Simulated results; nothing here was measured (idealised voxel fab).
Proc. module: voxel gate over fins
Cross-section cut spans 250 nm and uses square cells 5 nm in size.
How to read a cross-section here: the picture is a grid of square cells, written as bands going from the top down, and any band can span one or more rows of cells.
For a band, the entry starts with two heights in nm, that of the top and then that of the bottom, and carries on with the band's materials in order from left to right, each alongside its width in nm; the word "full width" beside a single material means it fills the band edge to edge, and "blank" means empty space.
Heights are measured from 0, the level below which the as-received wafer is all one material; the lowest band has no bottom and continues downward, written as in "0 -> down".
Note: "30 to 40" means the width goes from the first number (top row of the band) to the second number (bottom row) in equal steps per row of cells.
The designation "no alterations made", where it is given for a processing step, indicates that no cell of the cross-section was altered in the course of that step.
Entry "Enclosed void listing" = empty spaces >= 8 cells with no open way to the top; each as width x height at distance, distance from left edge, all nm.
Post-settings text on a step line: simulator's own remark regarding the step.
"overlay nm" on a masked step: distance the mask lay right of its planned place, negative for left.

This section lists the process steps that were planned
| 1 | RECEIVE (material Si) |
| 2 | CONFORMAL_DEP (material SiN; thk nm 5) |
| 3 | DIRECTIONAL_DEP (material aC; thk nm 15) |
| 4 | PATTERN (tone cover; mask id FINS; material resist; width nm 15; pitch nm 50; thk nm 30; overlay nm 0) |
| 5 | DIRECTIONAL_ETCH (etch materials aC; depth nm 15) |
| 6 | STRIP (etch materials resist) |
| 7 | DIRECTIONAL_ETCH (etch materials SiN; depth nm 5) |
| 8 | DIRECTIONAL_ETCH (etch materials Si; depth nm 40) |
| 9 | STRIP (etch materials aC) |
| 10 | FILL_DEP (material SiO2; thk nm 15) |
| 11 | CMP (height nm 5) |
| 12 | DIRECTIONAL_DEP (material aC; thk nm 10) |
| 13 | PATTERN (tone open; mask id RAIL; material resist; width nm 15; thk nm 25; overlay nm 0) |
| 14 | DIRECTIONAL_ETCH (etch materials aC; depth nm 10) |
| 15 | STRIP (etch materials resist) |
| 16 | DIRECTIONAL_ETCH (etch materials SiO2; depth nm 40) |
| 17 | STRIP (etch materials aC) |
| 18 | CONFORMAL_DEP (material TiN; thk nm 5) |
| 19 | FILL_DEP (material Ru; thk nm 5) |
| 20 | CMP (height nm 5) |
| 21 | SELECTIVE_ETCH (etch materials W Ru TiN; depth nm 20) |
| 22 | FILL_DEP (material SiO2; thk nm 5) |
| 23 | CMP (height nm 5) |
| 24 | SELECTIVE_ETCH (etch materials SiO2; depth nm 15) |
| 25 | STRIP (etch materials SiN) |
| 26 | CONFORMAL_DEP (material HfO2; thk nm 5) |
| 27 | CONFORMAL_DEP (material TiN; thk nm 5) |
| 28 | FILL_DEP (material W; thk nm 15) |
| 29 | CMP (height nm 20) |
| 30 | CONFORMAL_DEP (material SiN; thk nm 5) |

So, the first of our two wafers, run just as we planned it

as received, after step 1
- 0 -> down: Si full width
- Enclosed void listing: none

Presented here is a cross-section of the wafer after step 2 has been performed
- 5 -> 0: SiN full width
- No changes below 0.

Presented here is a cross-section of the wafer after step 3 has been performed
- 20 -> 5: aC full width
- No changes below 5.

Presented here is a cross-section of the wafer after step 4 has been performed
- 50 -> 20: blank (65), then resist (15), then blank (35), then resist (15), then blank (35), then resist (15), then blank (70)
- No changes below 20.

Presented here is a cross-section of the wafer after step 5 has been performed
- 35 -> 20: blank (65), then resist (15), then blank (35), then resist (15), then blank (35), then resist (15), then blank (70)
- 20 -> 5: blank (65), then aC (15), then blank (35), then aC (15), then blank (35), then aC (15), then blank (70)
- No changes below 5.

Presented here is a cross-section of the wafer after step 6 has been performed
- 20 -> 5: blank (65), then aC (15), then blank (35), then aC (15), then blank (35), then aC (15), then blank (70)
- No changes below 5.

Presented here is a cross-section of the wafer after step 7 has been performed
- 20 -> 5: blank (65), then aC (15), then blank (35), then aC (15), then blank (35), then aC (15), then blank (70)
- 5 -> 0: blank (65), then SiN (15), then blank (35), then SiN (15), then blank (35), then SiN (15), then blank (70)
- No changes below 0.

Presented here is a cross-section of the wafer after step 8 has been performed
- 20 -> 5: blank (65), then aC (15), then blank (35), then aC (15), then blank (35), then aC (15), then blank (70)
- 5 -> 0: blank (65), then SiN (15), then blank (35), then SiN (15), then blank (35), then SiN (15), then blank (70)
- 0 -> -40: blank (65), then Si (15), then blank (35), then Si (15), then blank (35), then Si (15), then blank (70)
- No changes below -40.

Presented here is a cross-section of the wafer after step 9 has been performed
- 5 -> 0: blank (65), then SiN (15), then blank (35), then SiN (15), then blank (35), then SiN (15), then blank (70)
- No changes below 0.

Presented here is a cross-section of the wafer after step 10 has been performed
- 20 -> 5: SiO2 full width
- 5 -> 0: SiO2 (65), then SiN (15), then SiO2 (35), then SiN (15), then SiO2 (35), then SiN (15), then SiO2 (70)
- 0 -> -40: SiO2 (65), then Si (15), then SiO2 (35), then Si (15), then SiO2 (35), then Si (15), then SiO2 (70)
- No changes below -40.

Presented here is a cross-section of the wafer after step 11 has been performed
- 5 -> 0: SiO2 (65), then SiN (15), then SiO2 (35), then SiN (15), then SiO2 (35), then SiN (15), then SiO2 (70)
- No changes below 0.

Presented here is a cross-section of the wafer after step 12 has been performed
- 15 -> 5: aC full width
- No changes below 5.

Presented here is a cross-section of the wafer after step 13 has been performed
- 40 -> 15: resist (90), then blank (15), then resist (145)
- No changes below 15.

Presented here is a cross-section of the wafer after step 14 has been performed
- 30 -> 15: resist (90), then blank (15), then resist (145)
- 15 -> 5: aC (90), then blank (15), then aC (145)
- No changes below 5.

Presented here is a cross-section of the wafer after step 15 has been performed
- 15 -> 5: aC (90), then blank (15), then aC (145)
- No changes below 5.

Presented here is a cross-section of the wafer after step 16 has been performed
- 15 -> 5: aC (90), then blank (15), then aC (145)
- 5 -> 0: SiO2 (65), then SiN (15), then SiO2 (10), then blank (15), then SiO2 (10), then SiN (15), then SiO2 (35), then SiN (15), then SiO2 (70)
- 0 -> -35: SiO2 (65), then Si (15), then SiO2 (10), then blank (15), then SiO2 (10), then Si (15), then SiO2 (35), then Si (15), then SiO2 (70)
- No changes below -35.

Presented here is a cross-section of the wafer after step 17 has been performed
- 5 -> 0: SiO2 (65), then SiN (15), then SiO2 (10), then blank (15), then SiO2 (10), then SiN (15), then SiO2 (35), then SiN (15), then SiO2 (70)
- No changes below 0.

Presented here is a cross-section of the wafer after step 18 has been performed
- 10 -> 5: TiN (95), then blank (5), then TiN (150)
- 5 -> 0: SiO2 (65), then SiN (15), then SiO2 (10), then TiN (5), then blank (5), then TiN (5), then SiO2 (10), then SiN (15), then SiO2 (35), then SiN (15), then SiO2 (70)
- 0 -> -30: SiO2 (65), then Si (15), then SiO2 (10), then TiN (5), then blank (5), then TiN (5), then SiO2 (10), then Si (15), then SiO2 (35), then Si (15), then SiO2 (70)
- -30 -> -35: SiO2 (65), then Si (15), then SiO2 (10), then TiN (15), then SiO2 (10), then Si (15), then SiO2 (35), then Si (15), then SiO2 (70)
- No changes below -35.

Presented here is a cross-section of the wafer after step 19 has been performed
- 15 -> 10: Ru full width
- 10 -> 5: TiN (95), then Ru (5), then TiN (150)
- 5 -> 0: SiO2 (65), then SiN (15), then SiO2 (10), then TiN (5), then Ru (5), then TiN (5), then SiO2 (10), then SiN (15), then SiO2 (35), then SiN (15), then SiO2 (70)
- 0 -> -30: SiO2 (65), then Si (15), then SiO2 (10), then TiN (5), then Ru (5), then TiN (5), then SiO2 (10), then Si (15), then SiO2 (35), then Si (15), then SiO2 (70)
- No changes below -30.

Presented here is a cross-section of the wafer after step 20 has been performed
- 5 -> 0: SiO2 (65), then SiN (15), then SiO2 (10), then TiN (5), then Ru (5), then TiN (5), then SiO2 (10), then SiN (15), then SiO2 (35), then SiN (15), then SiO2 (70)
- No changes below 0.

Presented here is a cross-section of the wafer after step 21 has been performed
- 5 -> 0: SiO2 (65), then SiN (15), then SiO2 (10), then blank (15), then SiO2 (10), then SiN (15), then SiO2 (35), then SiN (15), then SiO2 (70)
- 0 -> -15: SiO2 (65), then Si (15), then SiO2 (10), then blank (15), then SiO2 (10), then Si (15), then SiO2 (35), then Si (15), then SiO2 (70)
- No changes below -15.

Presented here is a cross-section of the wafer after step 22 has been performed
- 10 -> 5: SiO2 full width
- 5 -> 0: SiO2 (65), then SiN (15), then SiO2 (35), then SiN (15), then SiO2 (35), then SiN (15), then SiO2 (70)
- 0 -> -15: SiO2 (65), then Si (15), then SiO2 (35), then Si (15), then SiO2 (35), then Si (15), then SiO2 (70)
- No changes below -15.

Presented here is a cross-section of the wafer after step 23 has been performed
- 5 -> 0: SiO2 (65), then SiN (15), then SiO2 (35), then SiN (15), then SiO2 (35), then SiN (15), then SiO2 (70)
- No changes below 0.

Presented here is a cross-section of the wafer after step 24 has been performed
- 5 -> 0: blank (65), then SiN (15), then blank (35), then SiN (15), then blank (35), then SiN (15), then blank (70)
- 0 -> -10: blank (65), then Si (15), then blank (35), then Si (15), then blank (35), then Si (15), then blank (70)
- No changes below -10.

Presented here is a cross-section of the wafer after step 25 has been performed
- 0 -> -10: blank (65), then Si (15), then blank (35), then Si (15), then blank (35), then Si (15), then blank (70)
- No changes below -10.

Presented here is a cross-section of the wafer after step 26 has been performed
- 5 -> 0: blank (60), then HfO2 (25), then blank (25), then HfO2 (25), then blank (25), then HfO2 (25), then blank (65)
- 0 -> -5: blank (60), then HfO2 (5), then Si (15), then HfO2 (5), then blank (25), then HfO2 (5), then Si (15), then HfO2 (5), then blank (25), then HfO2 (5), then Si (15), then HfO2 (5), then blank (65)
- -5 -> -10: HfO2 (65), then Si (15), then HfO2 (35), then Si (15), then HfO2 (35), then Si (15), then HfO2 (70)
- No changes below -10.

Presented here is a cross-section of the wafer after step 27 has been performed
- 10 -> 5: blank (55), then TiN (35), then blank (15), then TiN (35), then blank (15), then TiN (35), then blank (60)
- 5 -> 0: blank (55), then TiN (5), then HfO2 (25), then TiN (5), then blank (15), then TiN (5), then HfO2 (25), then TiN (5), then blank (15), then TiN (5), then HfO2 (25), then TiN (5), then blank (60)
- 0 -> -5: TiN (60), then HfO2 (5), then Si (15), then HfO2 (5), then TiN (25), then HfO2 (5), then Si (15), then HfO2 (5), then TiN (25), then HfO2 (5), then Si (15), then HfO2 (5), then TiN (65)
- No changes below -5.

Presented here is a cross-section of the wafer after step 28 has been performed
- 25 -> 10: W full width
- 10 -> 5: W (55), then TiN (35), then W (15), then TiN (35), then W (15), then TiN (35), then W (60)
- 5 -> 0: W (55), then TiN (5), then HfO2 (25), then TiN (5), then W (15), then TiN (5), then HfO2 (25), then TiN (5), then W (15), then TiN (5), then HfO2 (25), then TiN (5), then W (60)
- No changes below 0.

Presented here is a cross-section of the wafer after step 29 has been performed
- 20 -> 10: W full width
- No changes below 10.

Presented here is a cross-section of the wafer after step 30 has been performed
- 25 -> 20: SiN full width
- No changes below 20.

Second wafer: same start and same plan as the first, one execution error; identical to the first through step 23

Planned end of step 24: second wafer, cross-section
- 5 -> 0: blank (65), then SiN (15), then blank (35), then SiN (15), then blank (35), then SiN (15), then blank (70)
- No changes below 0.

Planned end of step 25: second wafer, cross-section
- 0 -> -15: SiO2 (65), then Si (15), then SiO2 (35), then Si (15), then SiO2 (35), then Si (15), then SiO2 (70)
- No changes below -15.

Planned end of step 26: second wafer, cross-section
- 5 -> 0: HfO2 full width
- No changes below 0.

Planned end of step 27: second wafer, cross-section
- 10 -> 5: TiN full width
- No changes below 5.

Planned end of step 28: second wafer, cross-section
- 25 -> 10: W full width
- No changes below 10.

Planned end of step 29: second wafer, cross-section
- 20 -> 10: W full width
- No changes below 10.

Planned end of step 30: second wafer, cross-section
- 25 -> 20: SiN full width
- No changes below 20.
Nonconformance to the process plan: in deviation from the planned setting, step 24 was conducted as SELECTIVE_ETCH (etch materials SiO2; depth nm 5)
at the end the second wafer has, in cells: HfO2: 12 fewer; SiO2: 82 more; TiN: 12 fewer; W: 58 fewer
